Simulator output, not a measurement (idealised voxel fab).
Presented below is a process module, voxel gate over fins.
cross-section cut | 240 nm wide | cells 5 nm
A cross-section in this document is a grid of square cells, and it is written down as bands, the top band listed before the ones below it; a band is made up of one or more rows of cells.
It is stipulated that each band's entry specify, in nanometres, the height of the top of the band and then that of its bottom, followed by the materials of the band in left-to-right sequence, each together with its width in nanometres. A single material marked by the word "all across" is understood to fill the band from edge to edge; the word "blank" is understood to denote empty space.
Height datum 0, below which the as-received substrate wafer is one material. Lowest band open at the bottom, running downward: "0 -> down".
Read "30->40" as a graded width: first number on top, second number at the bottom, same change between each pair of neighbouring rows.
When a step is marked "nothing changed", none of the cells in the cross-section changed during that step.
The label "Closed empty spaces" introduces a list of the empty spaces, 8 cells or larger, that have no open way up to the top; each entry in it reads width x height at distance, where the distance is taken from the left edge and all three are stated in nm.
Past the settings on a step's line: simulator remark, on that step.
overlay nm: mask offset rightward from planned place, masked step; negative means leftward offset.
Everything after this point is organized in pairs: a cross-section before one process step, a cross-section after it that shows only as deep as the lowest changed band, and, under the pair, the intervening step with its settings. Because different runs of this module on the same starting wafer can supply different pairs, a pair continues from the pair above it only if its entry headed "State before" says so.
[State before]
> 0 -> down: Si all across
> Closed empty spaces: none
[Post-Process Section]
> 10 -> 0: SiN all across
> Lower than 0, everything is as it was.
> Closed empty spaces: none
What is the step between the two cross-sections above? CONFORMAL_DEP [material SiN] [thk nm 10]
State before: cross-section not repeated; it is the one shown after the step in the pair just above.
[Post-Process Section]
> 10 -> 0: blank (60) | SiN (15) | blank (35) | SiN (15) | blank (35) | SiN (15) | blank (65)
> Lower than 0, everything is as it was.
> Closed empty spaces: none
What is the step between the two cross-sections above? MASKED_ETCH [tone cover] [mask id FINS] [width nm 15] [pitch nm 50] [etch materials SiN] [depth nm 10] [overlay nm 0]
State before: cross-section not repeated; it is the one shown after the step in the pair just above.
[Post-Process Section]
> 10 -> 0: blank (60) | SiN (15) | blank (35) | SiN (15) | blank (35) | SiN (15) | blank (65)
> 0 -> -40: blank (60) | Si (15) | blank (35) | Si (15) | blank (35) | Si (15) | blank (65)
> Lower than -40, everything is as it was.
> Closed empty spaces: none
What is the step between the two cross-sections above? MASKED_ETCH [tone cover] [mask id FINS] [width nm 15] [pitch nm 50] [etch materials Si] [depth nm 40] [overlay nm 0]
State before: cross-section not repeated; it is the one shown after the step in the pair just above.
[Post-Process Section]
> 15 -> 10: SiO2 all across
> 10 -> 0: SiO2 (60) | SiN (15) | SiO2 (35) | SiN (15) | SiO2 (35) | SiN (15) | SiO2 (65)
> 0 -> -40: SiO2 (60) | Si (15) | SiO2 (35) | Si (15) | SiO2 (35) | Si (15) | SiO2 (65)
> Lower than -40, everything is as it was.
> Closed empty spaces: none
What is the step between the two cross-sections above? FILL_DEP [material SiO2] [thk nm 5]
State before: cross-section not repeated; it is the one shown after the step in the pair just above.
[Post-Process Section]
> 10 -> 0: SiO2 (60) | SiN (15) | SiO2 (35) | SiN (15) | SiO2 (35) | SiN (15) | SiO2 (65)
> Lower than 0, everything is as it was.
> Closed empty spaces: none
What is the step between the two cross-sections above? CMP [height nm 10]
State before: cross-section not repeated; it is the one shown after the step in the pair just above.
[Post-Process Section]
> 10 -> 0: SiO2 (60) | SiN (15) | SiO2 (10) | blank (15) | SiO2 (10) | SiN (15) | SiO2 (35) | SiN (15) | SiO2 (65)
> 0 -> -35: SiO2 (60) | Si (15) | SiO2 (10) | blank (15) | SiO2 (10) | Si (15) | SiO2 (35) | Si (15) | SiO2 (65)
> Lower than -35, everything is as it was.
> Closed empty spaces: none
What is the step between the two cross-sections above? MASKED_ETCH [tone open] [mask id RAIL] [width nm 15] [etch materials SiO2] [depth nm 45] [overlay nm 0]
State before: cross-section not repeated; it is the one shown after the step in the pair just above.
[Post-Process Section]
> 15 -> 10: TiN (90) | blank (5) | TiN (145)
> 10 -> 0: SiO2 (60) | SiN (15) | SiO2 (10) | TiN (5) | blank (5) | TiN (5) | SiO2 (10) | SiN (15) | SiO2 (35) | SiN (15) | SiO2 (65)
> 0 -> -30: SiO2 (60) | Si (15) | SiO2 (10) | TiN (5) | blank (5) | TiN (5) | SiO2 (10) | Si (15) | SiO2 (35) | Si (15) | SiO2 (65)
> -30 -> -35: SiO2 (60) | Si (15) | SiO2 (10) | TiN (15) | SiO2 (10) | Si (15) | SiO2 (35) | Si (15) | SiO2 (65)
> Lower than -35, everything is as it was.
> Closed empty spaces: none
What is the step between the two cross-sections above? CONFORMAL_DEP [material TiN] [thk nm 5]
State before: cross-section not repeated; it is the one shown after the step in the pair just above.
[Post-Process Section]
> 20 -> 15: Ru all across
> 15 -> 10: TiN (90) | Ru (5) | TiN (145)
> 10 -> 0: SiO2 (60) | SiN (15) | SiO2 (10) | TiN (5) | Ru (5) | TiN (5) | SiO2 (10) | SiN (15) | SiO2 (35) | SiN (15) | SiO2 (65)
> 0 -> -30: SiO2 (60) | Si (15) | SiO2 (10) | TiN (5) | Ru (5) | TiN (5) | SiO2 (10) | Si (15) | SiO2 (35) | Si (15) | SiO2 (65)
> Lower than -30, everything is as it was.
> Closed empty spaces: none
What is the step between the two cross-sections above? FILL_DEP [material Ru] [thk nm 5]
State before: cross-section not repeated; it is the one shown after the step in the pair just above.
[Post-Process Section]
> 10 -> 0: SiO2 (60) | SiN (15) | SiO2 (10) | TiN (5) | Ru (5) | TiN (5) | SiO2 (10) | SiN (15) | SiO2 (35) | SiN (15) | SiO2 (65)
> Lower than 0, everything is as it was.
> Closed empty spaces: none
What is the step between the two cross-sections above? CMP [height nm 10]
State before: cross-section not repeated; it is the one shown after the step in the pair just above.
[Post-Process Section]
> 10 -> 0: SiO2 (60) | SiN (15) | SiO2 (10) | blank (15) | SiO2 (10) | SiN (15) | SiO2 (35) | SiN (15) | SiO2 (65)
> 0 -> -20: SiO2 (60) | Si (15) | SiO2 (10) | blank (15) | SiO2 (10) | Si (15) | SiO2 (35) | Si (15) | SiO2 (65)
> Lower than -20, everything is as it was.
> Closed empty spaces: none
What is the step between the two cross-sections above? SELECTIVE_ETCH [etch materials W Ru TiN] [depth nm 30]
State before: cross-section not repeated; it is the one shown after the step in the pair just above.
[Post-Process Section]
> 15 -> 10: SiO2 all across
> 10 -> 0: SiO2 (60) | SiN (15) | SiO2 (35) | SiN (15) | SiO2 (35) | SiN (15) | SiO2 (65)
> 0 -> -20: SiO2 (60) | Si (15) | SiO2 (35) | Si (15) | SiO2 (35) | Si (15) | SiO2 (65)
> Lower than -20, everything is as it was.
> Closed empty spaces: none
What is the step between the two cross-sections above? FILL_DEP [material SiO2] [thk nm 5]
State before: cross-section not repeated; it is the one shown after the step in the pair just above.
[Post-Process Section]
> 10 -> 0: SiO2 (60) | SiN (15) | SiO2 (35) | SiN (15) | SiO2 (35) | SiN (15) | SiO2 (65)
> Lower than 0, everything is as it was.
> Closed empty spaces: none
What is the step between the two cross-sections above? CMP [height nm 10]
State before: cross-section not repeated; it is the one shown after the step in the pair just above.
[Post-Process Section]
> 10 -> 0: blank (60) | SiN (15) | blank (35) | SiN (15) | blank (35) | SiN (15) | blank (65)
> 0 -> -10: blank (60) | Si (15) | blank (35) | Si (15) | blank (35) | Si (15) | blank (65)
> Lower than -10, everything is as it was.
> Closed empty spaces: none
What is the step between the two cross-sections above? SELECTIVE_ETCH [etch materials SiO2] [depth nm 20]
State before: cross-section not repeated; it is the one shown after the step in the pair just above.
[Post-Process Section]
> 0 -> -10: blank (60) | Si (15) | blank (35) | Si (15) | blank (35) | Si (15) | blank (65)
> Lower than -10, everything is as it was.
> Closed empty spaces: none
What is the step between the two cross-sections above? STRIP [etch materials SiN]
State before: cross-section not repeated; it is the one shown after the step in the pair just above.
[Post-Process Section]
> 5 -> 0: blank (55) | HfO2 (25) | blank (25) | HfO2 (25) | blank (25) | HfO2 (25) | blank (60)
> 0 -> -5: blank (55) | HfO2 (5) | Si (15) | HfO2 (5) | blank (25) | HfO2 (5) | Si (15) | HfO2 (5) | blank (25) | HfO2 (5) | Si (15) | HfO2 (5) | blank (60)
> -5 -> -10: HfO2 (60) | Si (15) | HfO2 (35) | Si (15) | HfO2 (35) | Si (15) | HfO2 (65)
> Lower than -10, everything is as it was.
> Closed empty spaces: none
What is the step between the two cross-sections above? CONFORMAL_DEP [material HfO2] [thk nm 5]
State before: cross-section not repeated; it is the one shown after the step in the pair just above.
[Post-Process Section]
> 10 -> 5: blank (50) | TiN (35) | blank (15) | TiN (35) | blank (15) | TiN (35) | blank (55)
> 5 -> 0: blank (50) | TiN (5) | HfO2 (25) | TiN (5) | blank (15) | TiN (5) | HfO2 (25) | TiN (5) | blank (15) | TiN (5) | HfO2 (25) | TiN (5) | blank (55)
> 0 -> -5: TiN (55) | HfO2 (5) | Si (15) | HfO2 (5) | TiN (25) | HfO2 (5) | Si (15) | HfO2 (5) | TiN (25) | HfO2 (5) | Si (15) | HfO2 (5) | TiN (60)
> Lower than -5, everything is as it was.
> Closed empty spaces: none
What is the step between the two cross-sections above? CONFORMAL_DEP [material TiN] [thk nm 5]
State before: cross-section not repeated; it is the one shown after the step in the pair just above.
[Post-Process Section]
> 25 -> 10: W all across
> 10 -> 5: W (50) | TiN (35) | W (15) | TiN (35) | W (15) | TiN (35) | W (55)
> 5 -> 0: W (50) | TiN (5) | HfO2 (25) | TiN (5) | W (15) | TiN (5) | HfO2 (25) | TiN (5) | W (15) | TiN (5) | HfO2 (25) | TiN (5) | W (55)
> Lower than 0, everything is as it was.
> Closed empty spaces: none
What is the step between the two cross-sections above? FILL_DEP [material W] [thk nm 15]
State before: cross-section not repeated; it is the one shown after the step in the pair just above.
[Post-Process Section]
> 20 -> 10: W all across
> Lower than 10, everything is as it was.
> Closed empty spaces: none
What is the step between the two cross-sections above? CMP [height nm 20]
State before: cross-section not repeated; it is the one shown after the step in the pair just above.
[Post-Process Section]
> 30 -> 20: SiN all across
> Lower than 20, everything is as it was.
> Closed empty spaces: none
What is the step between the two cross-sections above? CONFORMAL_DEP [material SiN] [thk nm 10]
[State before]
> 0 -> -10: blank (60) | Si (15) | blank (35) | Si (15) | blank (35) | Si (15) | blank (65)
> -10 -> -20: SiO2 (60) | Si (15) | SiO2 (35) | Si (15) | SiO2 (35) | Si (15) | SiO2 (65)
> -20 -> -30: SiO2 (60) | Si (15) | SiO2 (10) | TiN (5) | Ru (5) | TiN (5) | SiO2 (10) | Si (15) | SiO2 (35) | Si (15) | SiO2 (65)
> -30 -> -35: SiO2 (60) | Si (15) | SiO2 (10) | TiN (15) | SiO2 (10) | Si (15) | SiO2 (35) | Si (15) | SiO2 (65)
> -35 -> -40: SiO2 (60) | Si (15) | SiO2 (35) | Si (15) | SiO2 (35) | Si (15) | SiO2 (65)
> -40 -> down: Si all across
> Closed empty spaces: none
[Post-Process Section]
> 5 -> 0: blank (55) | TiN (25) | blank (25) | TiN (25) | blank (25) | TiN (25) | blank (60)
> 0 -> -5: blank (55) | TiN (5) | Si (15) | TiN (5) | blank (25) | TiN (5) | Si (15) | TiN (5) | blank (25) | TiN (5) | Si (15) | TiN (5) | blank (60)
> -5 -> -10: TiN (60) | Si (15) | TiN (35) | Si (15) | TiN (35) | Si (15) | TiN (65)
> Lower than -10, everything is as it was.
> Closed empty spaces: none
What is the step between the two cross-sections above? CONFORMAL_DEP [material TiN] [thk nm 5]
State before: cross-section not repeated; it is the one shown after the step in the pair just above.
[Post-Process Section]
> 20 -> 5: W all across
> 5 -> 0: W (55) | TiN (25) | W (25) | TiN (25) | W (25) | TiN (25) | W (60)
> 0 -> -5: W (55) | TiN (5) | Si (15) | TiN (5) | W (25) | TiN (5) | Si (15) | TiN (5) | W (25) | TiN (5) | Si (15) | TiN (5) | W (60)
> Lower than -5, everything is as it was.
> Closed empty spaces: none
What is the step between the two cross-sections above? FILL_DEP [material W] [thk nm 15]
State before: cross-section not repeated; it is the one shown after the step in the pair just above.
[Post-Process Section]
> 30 -> 20: SiN all across
> Lower than 20, everything is as it was.
> Closed empty spaces: none
What is the step between the two cross-sections above? CONFORMAL_DEP [material SiN] [thk nm 10]
[State before]
> 10 -> 0: blank (60) | SiN (15) | blank (35) | SiN (15) | blank (35) | SiN (15) | blank (65)
> 0 -> -10: blank (60) | Si (15) | blank (35) | Si (15) | blank (35) | Si (15) | blank (65)
> -10 -> -20: SiO2 (60) | Si (15) | SiO2 (35) | Si (15) | SiO2 (35) | Si (15) | SiO2 (65)
> -20 -> -30: SiO2 (60) | Si (15) | SiO2 (10) | TiN (5) | Ru (5) | TiN (5) | SiO2 (10) | Si (15) | SiO2 (35) | Si (15) | SiO2 (65)
> -30 -> -35: SiO2 (60) | Si (15) | SiO2 (10) | TiN (15) | SiO2 (10) | Si (15) | SiO2 (35) | Si (15) | SiO2 (65)
> -35 -> -40: SiO2 (60) | Si (15) | SiO2 (35) | Si (15) | SiO2 (35) | Si (15) | SiO2 (65)
> -40 -> down: Si all across
> Closed empty spaces: none
[Post-Process Section]
> 10 -> 0: blank (60) | SiN (15) | blank (35) | SiN (15) | blank (35) | SiN (15) | blank (65)
> 0 -> -20: blank (60) | Si (15) | blank (35) | Si (15) | blank (35) | Si (15) | blank (65)
> -20 -> -30: blank (60) | Si (15) | blank (10) | TiN (5) | Ru (5) | TiN (5) | blank (10) | Si (15) | blank (35) | Si (15) | blank (65)
> Lower than -30, everything is as it was.
> Closed empty spaces: none
What is the step between the two cross-sections above? SELECTIVE_ETCH [etch materials SiO2] [depth nm 20]
State before: cross-section not repeated; it is the one shown after the step in the pair just above.
[Post-Process Section]
> 0 -> -20: blank (60) | Si (15) | blank (35) | Si (15) | blank (35) | Si (15) | blank (65)
> Lower than -20, everything is as it was.
> Closed empty spaces: none
What is the step between the two cross-sections above? STRIP [etch materials SiN]
State before: cross-section not repeated; it is the one shown after the step in the pair just above.
[Post-Process Section]
> 5 -> 0: blank (55) | HfO2 (25) | blank (25) | HfO2 (25) | blank (25) | HfO2 (25) | blank (60)
> 0 -> -15: blank (55) | HfO2 (5) | Si (15) | HfO2 (5) | blank (25) | HfO2 (5) | Si (15) | HfO2 (5) | blank (25) | HfO2 (5) | Si (15) | HfO2 (5) | blank (60)
> -15 -> -20: blank (55) | HfO2 (5) | Si (15) | HfO2 (35) | Si (15) | HfO2 (5) | blank (25) | HfO2 (5) | Si (15) | HfO2 (5) | blank (60)
> -20 -> -25: blank (55) | HfO2 (5) | Si (15) | HfO2 (10) | TiN (5) | Ru (5) | TiN (5) | HfO2 (10) | Si (15) | HfO2 (5) | blank (25) | HfO2 (5) | Si (15) | HfO2 (5) | blank (60)
> -25 -> -30: HfO2 (60) | Si (15) | HfO2 (10) | TiN (5) | Ru (5) | TiN (5) | HfO2 (10) | Si (15) | HfO2 (35) | Si (15) | HfO2 (65)
> Lower than -30, everything is as it was.
> Closed empty spaces: none
What is the step between the two cross-sections above? CONFORMAL_DEP [material HfO2] [thk nm 5]
State before: cross-section not repeated; it is the one shown after the step in the pair just above.
[Post-Process Section]
> 10 -> 5: blank (50) | TiN (35) | blank (15) | TiN (35) | blank (15) | TiN (35) | blank (55)
> 5 -> 0: blank (50) | TiN (5) | HfO2 (25) | TiN (5) | blank (15) | TiN (5) | HfO2 (25) | TiN (5) | blank (15) | TiN (5) | HfO2 (25) | TiN (5) | blank (55)
> 0 -> -10: blank (50) | TiN (5) | HfO2 (5) | Si (15) | HfO2 (5) | TiN (5) | blank (15) | TiN (5) | HfO2 (5) | Si (15) | HfO2 (5) | TiN (5) | blank (15) | TiN (5) | HfO2 (5) | Si (15) | HfO2 (5) | TiN (5) | blank (55)
> -10 -> -15: blank (50) | TiN (5) | HfO2 (5) | Si (15) | HfO2 (5) | TiN (25) | HfO2 (5) | Si (15) | HfO2 (5) | TiN (5) | blank (15) | TiN (5) | HfO2 (5) | Si (15) | HfO2 (5) | TiN (5) | blank (55)
> -15 -> -20: blank (50) | TiN (5) | HfO2 (5) | Si (15) | HfO2 (35) | Si (15) | HfO2 (5) | TiN (5) | blank (15) | TiN (5) | HfO2 (5) | Si (15) | HfO2 (5) | TiN (5) | blank (55)
> -20 -> -25: TiN (55) | HfO2 (5) | Si (15) | HfO2 (10) | TiN (5) | Ru (5) | TiN (5) | HfO2 (10) | Si (15) | HfO2 (5) | TiN (25) | HfO2 (5) | Si (15) | HfO2 (5) | TiN (60)
> Lower than -25, everything is as it was.
> Closed empty spaces: none
What is the step between the two cross-sections above? CONFORMAL_DEP [material TiN] [thk nm 5]
State before: cross-section not repeated; it is the one shown after the step in the pair just above.
[Post-Process Section]
> 25 -> 10: W all across
> 10 -> 5: W (50) | TiN (35) | W (15) | TiN (35) | W (15) | TiN (35) | W (55)
> 5 -> 0: W (50) | TiN (5) | HfO2 (25) | TiN (5) | W (15) | TiN (5) | HfO2 (25) | TiN (5) | W (15) | TiN (5) | HfO2 (25) | TiN (5) | W (55)
> 0 -> -10: W (50) | TiN (5) | HfO2 (5) | Si (15) | HfO2 (5) | TiN (5) | W (15) | TiN (5) | HfO2 (5) | Si (15) | HfO2 (5) | TiN (5) | W (15) | TiN (5) | HfO2 (5) | Si (15) | HfO2 (5) | TiN (5) | W (55)
> -10 -> -15: W (50) | TiN (5) | HfO2 (5) | Si (15) | HfO2 (5) | TiN (25) | HfO2 (5) | Si (15) | HfO2 (5) | TiN (5) | W (15) | TiN (5) | HfO2 (5) | Si (15) | HfO2 (5) | TiN (5) | W (55)
> -15 -> -20: W (50) | TiN (5) | HfO2 (5) | Si (15) | HfO2 (35) | Si (15) | HfO2 (5) | TiN (5) | W (15) | TiN (5) | HfO2 (5) | Si (15) | HfO2 (5) | TiN (5) | W (55)
> Lower than -20, everything is as it was.
> Closed empty spaces: none
What is the step between the two cross-sections above? FILL_DEP [material W] [thk nm 15]
State before: cross-section not repeated; it is the one shown after the step in the pair just above.
[Post-Process Section]
> 20 -> 10: W all across
> Lower than 10, everything is as it was.
> Closed empty spaces: none
What is the step between the two cross-sections above? CMP [height nm 20]
State before: cross-section not repeated; it is the one shown after the step in the pair just above.
[Post-Process Section]
> 30 -> 20: SiN all across
> Lower than 20, everything is as it was.
> Closed empty spaces: none
What is the step between the two cross-sections above? CONFORMAL_DEP [material SiN] [thk nm 10]
[State before]
> 10 -> 0: SiO2 (60) | SiN (15) | SiO2 (35) | SiN (15) | SiO2 (35) | SiN (15) | SiO2 (65)
> 0 -> -20: SiO2 (60) | Si (15) | SiO2 (35) | Si (15) | SiO2 (35) | Si (15) | SiO2 (65)
> -20 -> -30: SiO2 (60) | Si (15) | SiO2 (10) | TiN (5) | Ru (5) | TiN (5) | SiO2 (10) | Si (15) | SiO2 (35) | Si (15) | SiO2 (65)
> -30 -> -35: SiO2 (60) | Si (15) | SiO2 (10) | TiN (15) | SiO2 (10) | Si (15) | SiO2 (35) | Si (15) | SiO2 (65)
> -35 -> -40: SiO2 (60) | Si (15) | SiO2 (35) | Si (15) | SiO2 (35) | Si (15) | SiO2 (65)
> -40 -> down: Si all across
> Closed empty spaces: none
[Post-Process Section]
> 10 -> 0: SiO2 (60) | blank (15) | SiO2 (35) | blank (15) | SiO2 (35) | blank (15) | SiO2 (65)
> Lower than 0, everything is as it was.
> Closed empty spaces: none
What is the step between the two cross-sections above? STRIP [etch materials SiN]
State before: cross-section not repeated; it is the one shown after the step in the pair just above.
[Post-Process Section]
> 0 -> -10: blank (60) | Si (15) | blank (35) | Si (15) | blank (35) | Si (15) | blank (65)
> -10 -> -20: SiO2 (40) | blank (20) | Si (15) | blank (35) | Si (15) | blank (35) | Si (15) | blank (20) | SiO2 (45)
> Lower than -20, everything is as it was.
> Closed empty spaces: none
What is the step between the two cross-sections above? SELECTIVE_ETCH [etch materials SiO2] [depth nm 20]
State before: cross-section not repeated; it is the one shown after the step in the pair just above.
[Post-Process Section]
> 5 -> 0: blank (55) | HfO2 (25) | blank (25) | HfO2 (25) | blank (25) | HfO2 (25) | blank (60)
> 0 -> -5: blank (55) | HfO2 (5) | Si (15) | HfO2 (5) | blank (25) | HfO2 (5) | Si (15) | HfO2 (5) | blank (25) | HfO2 (5) | Si (15) | HfO2 (5) | blank (60)
> -5 -> -10: HfO2 (45) | blank (10) | HfO2 (5) | Si (15) | HfO2 (5) | blank (25) | HfO2 (5) | Si (15) | HfO2 (5) | blank (25) | HfO2 (5) | Si (15) | HfO2 (5) | blank (10) | HfO2 (50)
> -10 -> -15: SiO2 (40) | HfO2 (5) | blank (10) | HfO2 (5) | Si (15) | HfO2 (5) | blank (25) | HfO2 (5) | Si (15) | HfO2 (5) | blank (25) | HfO2 (5) | Si (15) | HfO2 (5) | blank (10) | HfO2 (5) | SiO2 (45)
> -15 -> -20: SiO2 (40) | HfO2 (20) | Si (15) | HfO2 (35) | Si (15) | HfO2 (35) | Si (15) | HfO2 (20) | SiO2 (45)
> Lower than -20, everything is as it was.
> Closed empty spaces: none
What is the step between the two cross-sections above? CONFORMAL_DEP [material HfO2] [thk nm 5]
State before: cross-section not repeated; it is the one shown after the step in the pair just above.
[Post-Process Section]
> 10 -> 5: blank (50) | TiN (35) | blank (15) | TiN (35) | blank (15) | TiN (35) | blank (55)
> 5 -> 0: blank (50) | TiN (5) | HfO2 (25) | TiN (5) | blank (15) | TiN (5) | HfO2 (25) | TiN (5) | blank (15) | TiN (5) | HfO2 (25) | TiN (5) | blank (55)
> 0 -> -5: TiN (55) | HfO2 (5) | Si (15) | HfO2 (5) | TiN (5) | blank (15) | TiN (5) | HfO2 (5) | Si (15) | HfO2 (5) | TiN (5) | blank (15) | TiN (5) | HfO2 (5) | Si (15) | HfO2 (5) | TiN (60)
> -5 -> -10: HfO2 (45) | TiN (10) | HfO2 (5) | Si (15) | HfO2 (5) | TiN (5) | blank (15) | TiN (5) | HfO2 (5) | Si (15) | HfO2 (5) | TiN (5) | blank (15) | TiN (5) | HfO2 (5) | Si (15) | HfO2 (5) | TiN (10) | HfO2 (50)
> -10 -> -15: SiO2 (40) | HfO2 (5) | TiN (10) | HfO2 (5) | Si (15) | HfO2 (5) | TiN (25) | HfO2 (5) | Si (15) | HfO2 (5) | TiN (25) | HfO2 (5) | Si (15) | HfO2 (5) | TiN (10) | HfO2 (5) | SiO2 (45)
> Lower than -15, everything is as it was.
> Closed empty spaces: none
What is the step between the two cross-sections above? CONFORMAL_DEP [material TiN] [thk nm 5]
State before: cross-section not repeated; it is the one shown after the step in the pair just above.
[Post-Process Section]
> 25 -> 10: W all across
> 10 -> 5: W (50) | TiN (35) | W (15) | TiN (35) | W (15) | TiN (35) | W (55)
> 5 -> 0: W (50) | TiN (5) | HfO2 (25) | TiN (5) | W (15) | TiN (5) | HfO2 (25) | TiN (5) | W (15) | TiN (5) | HfO2 (25) | TiN (5) | W (55)
> 0 -> -5: TiN (55) | HfO2 (5) | Si (15) | HfO2 (5) | TiN (5) | W (15) | TiN (5) | HfO2 (5) | Si (15) | HfO2 (5) | TiN (5) | W (15) | TiN (5) | HfO2 (5) | Si (15) | HfO2 (5) | TiN (60)
> -5 -> -10: HfO2 (45) | TiN (10) | HfO2 (5) | Si (15) | HfO2 (5) | TiN (5) | W (15) | TiN (5) | HfO2 (5) | Si (15) | HfO2 (5) | TiN (5) | W (15) | TiN (5) | HfO2 (5) | Si (15) | HfO2 (5) | TiN (10) | HfO2 (50)
> Lower than -10, everything is as it was.
> Closed empty spaces: none
What is the step between the two cross-sections above? FILL_DEP [material W] [thk nm 15]
State before: cross-section not repeated; it is the one shown after the step in the pair just above.
[Post-Process Section]
> 20 -> 10: W all across
> Lower than 10, everything is as it was.
> Closed empty spaces: none
What is the step between the two cross-sections above? CMP [height nm 20]
State before: cross-section not repeated; it is the one shown after the step in the pair just above.
[Post-Process Section]
> 30 -> 20: SiN all across
> Lower than 20, everything is as it was.
> Closed empty spaces: none
What is the step between the two cross-sections above? CONFORMAL_DEP [material SiN] [thk nm 10]
[State before]
> 20 -> 10: W all across
> 10 -> 5: W (50) | TiN (35) | W (15) | TiN (35) | W (15) | TiN (35) | W (55)
> 5 -> 0: W (50) | TiN (5) | HfO2 (25) | TiN (5) | W (15) | TiN (5) | HfO2 (25) | TiN (5) | W (15) | TiN (5) | HfO2 (25) | TiN (5) | W (55)
> 0 -> -5: TiN (55) | HfO2 (5) | Si (15) | HfO2 (5) | TiN (25) | HfO2 (5) | Si (15) | HfO2 (5) | TiN (25) | HfO2 (5) | Si (15) | HfO2 (5) | TiN (60)
> -5 -> -10: HfO2 (60) | Si (15) | HfO2 (35) | Si (15) | HfO2 (35) | Si (15) | HfO2 (65)
> -10 -> -20: SiO2 (60) | Si (15) | SiO2 (35) | Si (15) | SiO2 (35) | Si (15) | SiO2 (65)
> -20 -> -30: SiO2 (60) | Si (15) | SiO2 (10) | TiN (5) | Ru (5) | TiN (5) | SiO2 (10) | Si (15) | SiO2 (35) | Si (15) | SiO2 (65)
> -30 -> -35: SiO2 (60) | Si (15) | SiO2 (10) | TiN (15) | SiO2 (10) | Si (15) | SiO2 (35) | Si (15) | SiO2 (65)
> -35 -> -40: SiO2 (60) | Si (15) | SiO2 (35) | Si (15) | SiO2 (35) | Si (15) | SiO2 (65)
> -40 -> down: Si all across
> Closed empty spaces: none
[Post-Process Section]
> 25 -> 20: SiN all across
> Lower than 20, everything is as it was.
> Closed empty spaces: none
What is the step between the two cross-sections above? CONFORMAL_DEP [material SiN] [thk nm 5]
[State before]
> 10 -> 0: SiO2 (60) | SiN (15) | SiO2 (35) | SiN (15) | SiO2 (35) | SiN (15) | SiO2 (65)
> 0 -> -40: SiO2 (60) | Si (15) | SiO2 (35) | Si (15) | SiO2 (35) | Si (15) | SiO2 (65)
> -40 -> down: Si all across
> Closed empty spaces: none
[Post-Process Section]
> 10 -> 0: SiO2 (60) | SiN (15) | SiO2 (5) | blank (25) | SiO2 (5) | SiN (15) | SiO2 (35) | SiN (15) | SiO2 (65)
> 0 -> -35: SiO2 (60) | Si (15) | SiO2 (5) | blank (25) | SiO2 (5) | Si (15) | SiO2 (35) | Si (15) | SiO2 (65)
> Lower than -35, everything is as it was.
> Closed empty spaces: none
What is the step between the two cross-sections above? MASKED_ETCH [tone open] [mask id RAIL] [width nm 25] [etch materials SiO2] [depth nm 45] [overlay nm 0]
State before: cross-section not repeated; it is the one shown after the step in the pair just above.
[Post-Process Section]
> 15 -> 10: TiN (85) | blank (15) | TiN (140)
> 10 -> 0: SiO2 (60) | SiN (15) | SiO2 (5) | TiN (5) | blank (15) | TiN (5) | SiO2 (5) | SiN (15) | SiO2 (35) | SiN (15) | SiO2 (65)
> 0 -> -30: SiO2 (60) | Si (15) | SiO2 (5) | TiN (5) | blank (15) | TiN (5) | SiO2 (5) | Si (15) | SiO2 (35) | Si (15) | SiO2 (65)
> -30 -> -35: SiO2 (60) | Si (15) | SiO2 (5) | TiN (25) | SiO2 (5) | Si (15) | SiO2 (35) | Si (15) | SiO2 (65)
> Lower than -35, everything is as it was.
> Closed empty spaces: none
What is the step between the two cross-sections above? CONFORMAL_DEP [material TiN] [thk nm 5]
State before: cross-section not repeated; it is the one shown after the step in the pair just above.
[Post-Process Section]
> 20 -> 15: Ru all across
> 15 -> 10: TiN (85) | Ru (15) | TiN (140)
> 10 -> 0: SiO2 (60) | SiN (15) | SiO2 (5) | TiN (5) | Ru (15) | TiN (5) | SiO2 (5) | SiN (15) | SiO2 (35) | SiN (15) | SiO2 (65)
> 0 -> -30: SiO2 (60) | Si (15) | SiO2 (5) | TiN (5) | Ru (15) | TiN (5) | SiO2 (5) | Si (15) | SiO2 (35) | Si (15) | SiO2 (65)
> Lower than -30, everything is as it was.
> Closed empty spaces: none
What is the step between the two cross-sections above? FILL_DEP [material Ru] [thk nm 5]
State before: cross-section not repeated; it is the one shown after the step in the pair just above.
[Post-Process Section]
> 10 -> 0: SiO2 (60) | SiN (15) | SiO2 (5) | TiN (5) | Ru (15) | TiN (5) | SiO2 (5) | SiN (15) | SiO2 (35) | SiN (15) | SiO2 (65)
> Lower than 0, everything is as it was.
> Closed empty spaces: none
What is the step between the two cross-sections above? CMP [height nm 10]
State before: cross-section not repeated; it is the one shown after the step in the pair just above.
[Post-Process Section]
> 10 -> 0: SiO2 (60) | SiN (15) | SiO2 (5) | blank (25) | SiO2 (5) | SiN (15) | SiO2 (35) | SiN (15) | SiO2 (65)
> 0 -> -20: SiO2 (60) | Si (15) | SiO2 (5) | blank (25) | SiO2 (5) | Si (15) | SiO2 (35) | Si (15) | SiO2 (65)
> Lower than -20, everything is as it was.
> Closed empty spaces: none
What is the step between the two cross-sections above? SELECTIVE_ETCH [etch materials W Ru TiN] [depth nm 30]
State before: cross-section not repeated; it is the one shown after the step in the pair just above.
[Post-Process Section]
> 15 -> 10: SiO2 all across
> 10 -> 0: SiO2 (60) | SiN (15) | SiO2 (35) | SiN (15) | SiO2 (35) | SiN (15) | SiO2 (65)
> 0 -> -20: SiO2 (60) | Si (15) | SiO2 (35) | Si (15) | SiO2 (35) | Si (15) | SiO2 (65)
> Lower than -20, everything is as it was.
> Closed empty spaces: none
What is the step between the two cross-sections above? FILL_DEP [material SiO2] [thk nm 5]
State before: cross-section not repeated; it is the one shown after the step in the pair just above.
[Post-Process Section]
> 10 -> 0: SiO2 (60) | SiN (15) | SiO2 (35) | SiN (15) | SiO2 (35) | SiN (15) | SiO2 (65)
> Lower than 0, everything is as it was.
> Closed empty spaces: none
What is the step between the two cross-sections above? CMP [height nm 10]
State before: cross-section not repeated; it is the one shown after the step in the pair just above.
[Post-Process Section]
> 10 -> 0: blank (60) | SiN (15) | blank (35) | SiN (15) | blank (35) | SiN (15) | blank (65)
> 0 -> -10: blank (60) | Si (15) | blank (35) | Si (15) | blank (35) | Si (15) | blank (65)
> Lower than -10, everything is as it was.
> Closed empty spaces: none
What is the step between the two cross-sections above? SELECTIVE_ETCH [etch materials SiO2] [depth nm 20]
State before: cross-section not repeated; it is the one shown after the step in the pair just above.
[Post-Process Section]
> 0 -> -10: blank (60) | Si (15) | blank (35) | Si (15) | blank (35) | Si (15) | blank (65)
> Lower than -10, everything is as it was.
> Closed empty spaces: none
What is the step between the two cross-sections above? STRIP [etch materials SiN]
